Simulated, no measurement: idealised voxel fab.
Documented hereafter: the process module known as voxel transistor to metal.
Square cells of 5 nm make up the cross-section cut, whose width is 205 nm.
When this document writes out a cross-section, it uses a grid of square cells and lists it as bands, beginning at the top and moving down, with a band standing for one or more rows of cells.
Top height, bottom height, nm. Materials left to right, width each, nm. Single material + "throughout" = fills band edge to edge. "empty" = empty.
Ref level 0: as-received wafer is one material below here. Bottom band extends down with no lower bound ("0 nm and below").
A width such as "30->40" changes by the same amount from each row of cells to the next, from the band's top row to its bottom row.
Basically "changes: none" means that step didn't change any cell in the cross-section.
Entry "Sealed void listing" = empty spaces >= 8 cells with no open way to the top; each as width x height at distance, distance from left edge, all nm.
Text after the settings on a step's line: the simulator's own remark on that step.
On any step carrying a mask, the "overlay nm" setting, if present on the step's line, tells how far right of its planned place the mask lay; negative values point to the left.

**The following list gives the planned process steps**
1 RECEIVE with material Si
2 CONFORMAL_DEP with material SiO2, thk nm 5
3 CONFORMAL_DEP with material SiN, thk nm 10
4 DIRECTIONAL_DEP with material aC, thk nm 10
5 PATTERN with tone cover, mask id ACTIVE, material resist, width nm 135, thk nm 30, overlay nm 0
6 DIRECTIONAL_ETCH with etch materials aC, depth nm 10
7 STRIP with etch materials resist
8 DIRECTIONAL_ETCH with etch materials SiN, depth nm 10
9 DIRECTIONAL_ETCH with etch materials SiO2, depth nm 5
10 DIRECTIONAL_ETCH with etch materials Si, depth nm 30
11 STRIP with etch materials aC
12 FILL_DEP with material SiO2, thk nm 15
13 CMP with height nm 15
14 SELECTIVE_ETCH with etch materials SiO2, depth nm 10
15 STRIP with etch materials SiN
16 SELECTIVE_ETCH with etch materials SiO2, depth nm 5
17 OXIDIZE with depth nm 5
18 DIRECTIONAL_DEP with material polySi, thk nm 25
19 DIRECTIONAL_DEP with material SiCN, thk nm 15
20 MASKED_ETCH with tone cover, mask id GATE, width nm 35, etch materials SiCN, depth nm 25, overlay nm 0
21 MASKED_ETCH with tone cover, mask id GATE, width nm 35, etch materials polySi, depth nm 35, overlay nm 0
22 CONFORMAL_DEP with material SiN, thk nm 10
23 DIRECTIONAL_ETCH with etch materials SiN, depth nm 10
24 DIRECTIONAL_ETCH with etch materials SiO2, depth nm 5
25 DIRECTIONAL_ETCH with etch materials Si, depth nm 5
26 EPI with material SiGe, thk nm 5
27 FILL_DEP with material SiO2, thk nm 5
28 CMP with height nm 25
29 STRIP with etch materials polySi
30 SELECTIVE_ETCH with etch materials SiO2, depth nm 5
31 CONFORMAL_DEP with material HfO2, thk nm 5
32 CONFORMAL_DEP with material TiN, thk nm 5
33 FILL_DEP with material W, thk nm 10
34 CMP with height nm 20
35 DIRECTIONAL_DEP with material SiO2, thk nm 15
36 PATTERN with tone open, mask id CONTACT, material resist, width nm 20, pitch nm 95, thk nm 20, overlay nm 0
37 DIRECTIONAL_ETCH with etch materials SiO2, depth nm 40
38 STRIP with etch materials resist
39 CONFORMAL_DEP with material TiN, thk nm 5
40 FILL_DEP with material W, thk nm 5
41 CMP with height nm 35
42 DIRECTIONAL_DEP with material TiN, thk nm 5
43 DIRECTIONAL_DEP with material W, thk nm 25
44 DIRECTIONAL_DEP with material aC, thk nm 15
45 PATTERN with tone cover, mask id METAL_1, material resist, width nm 20, pitch nm 95, thk nm 30, overlay nm 0
46 DIRECTIONAL_ETCH with etch materials aC, depth nm 15
47 STRIP with etch materials resist
48 DIRECTIONAL_ETCH with etch materials W, depth nm 25
49 DIRECTIONAL_ETCH with etch materials TiN, depth nm 5
50 STRIP with etch materials aC
51 CONFORMAL_DEP with material SiN, thk nm 5
52 FILL_DEP with material lowk, thk nm 10
53 CMP with height nm 65
54 CONFORMAL_DEP with material SiCN, thk nm 5

**Wafer as received: cross-section following step 1**
	0 nm and below: Si throughout
	Sealed void listing: none

**End-of-module cross-section. Starting structure and process plan as above; one mistake made in running it**
	70 nm to 65 nm: SiCN throughout
	65 nm to 60 nm: lowk throughout
	60 nm to 55 nm: lowk (40) / SiN (30) / lowk (65) / SiN (30) / lowk (40)
	55 nm to 40 nm: lowk (40) / SiN (5) / W (20) / SiN (5) / lowk (65) / SiN (5) / W (20) / SiN (5) / lowk (40)
	40 nm to 35 nm: SiN (45) / TiN (20) / SiN (75) / TiN (20) / SiN (45)
	35 nm to 20 nm: SiO2 (45) / TiN (5) / W (10) / TiN (5) / SiO2 (75) / TiN (5) / W (10) / TiN (5) / SiO2 (45)
	20 nm to 5 nm: SiO2 (45) / TiN (5) / W (10) / TiN (5) / SiO2 (10) / SiN (10) / HfO2 (5) / TiN (5) / W (15) / TiN (5) / HfO2 (5) / SiN (10) / SiO2 (10) / TiN (5) / W (10) / TiN (5) / SiO2 (45)
	5 nm to 0 nm: SiO2 (45) / TiN (5) / W (10) / TiN (5) / SiO2 (10) / SiN (10) / HfO2 (5) / TiN (25) / HfO2 (5) / SiN (10) / SiO2 (10) / TiN (5) / W (10) / TiN (5) / SiO2 (45)
	0 nm to -5 nm: SiO2 (45) / TiN (20) / SiO2 (5) / SiGe (5) / SiO2 (5) / HfO2 (45) / SiO2 (5) / SiGe (5) / SiO2 (5) / TiN (20) / SiO2 (45)
	-5 nm to -10 nm: SiO2 (35) / SiGe (40) / Si (55) / SiGe (40) / SiO2 (35)
	-10 nm to -30 nm: SiO2 (35) / Si (135) / SiO2 (35)
	-30 nm and below: Si throughout
	Sealed void listing: none
Error vs. plan: step 43 did not happen as planned, as run it was DIRECTIONAL_DEP with material W, thk nm 15
